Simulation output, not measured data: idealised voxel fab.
process module | voxel spacer lines
cross-section cut | 275 nm wide | cells 5 nm
A cross-section is a grid of square cells, given in bands from the top down. A band is one or more rows of cells.
Each band's line starts with the height of the band's top and of its bottom, in nm. Then come its materials from left to right, each with its width in nm. One material with "throughout" fills the band from edge to edge. "air" is empty space.
Height 0 is the level under which the wafer as received is all one material. The lowest band goes on downwards, as in "0 down".
A width such as "30 to 40" changes by the same amount from each row of cells to the next, from the band's top row to its bottom row.
"no change" after a step means that no cell of the cross-section changed.
closed voids: empty space of 8 cells or more with no open way to the top, each as width x height at its distance from the left edge, in nm
after a step's settings: what the simulator itself notes on the step
overlay nm, on a step with a mask: how far to the right of its planned place the mask lay; to the left if negative
plan
1 op RECEIVE | material Si
2 op CONFORMAL_DEP | material Al2O3 | thk nm 5
3 op DIRECTIONAL_DEP | material SiN | thk nm 15
4 op DIRECTIONAL_DEP | material polySi | thk nm 20
5 op PATTERN | tone cover | mask id MANDREL | material resist | width nm 25 | pitch nm 70 | thk nm 25 | overlay nm -15
6 op DIRECTIONAL_ETCH | etch materials polySi | depth nm 20
7 op STRIP | etch materials resist
8 op CONFORMAL_DEP | material SiO2 | thk nm 10
9 op DIRECTIONAL_ETCH | etch materials SiO2 | depth nm 10
10 op STRIP | etch materials polySi
11 op DIRECTIONAL_ETCH | etch materials SiN | depth nm 15
12 op STRIP | etch materials SiO2
varied across the wafers: overlay nm of step 5. The plan shows the first wafer's value. All wafers start alike
first wafer as received, after step 1
  0 down: Si throughout
  closed voids: none
each wafer at the end: cells of each material gained (+) or lost (-) since it was received, then its closed voids
overlay nm -15 | +55 Al2O3 | +36 SiN | closed voids: none
overlay nm -10 | +55 Al2O3 | +36 SiN | closed voids: none
overlay nm -5 | +55 Al2O3 | +36 SiN | closed voids: none
overlay nm 0 | +55 Al2O3 | +36 SiN | closed voids: none
overlay nm 5 | +55 Al2O3 | +36 SiN | closed voids: none
overlay nm 10 | +55 Al2O3 | +36 SiN | closed voids: none
overlay nm 15 | +55 Al2O3 | +36 SiN | closed voids: none
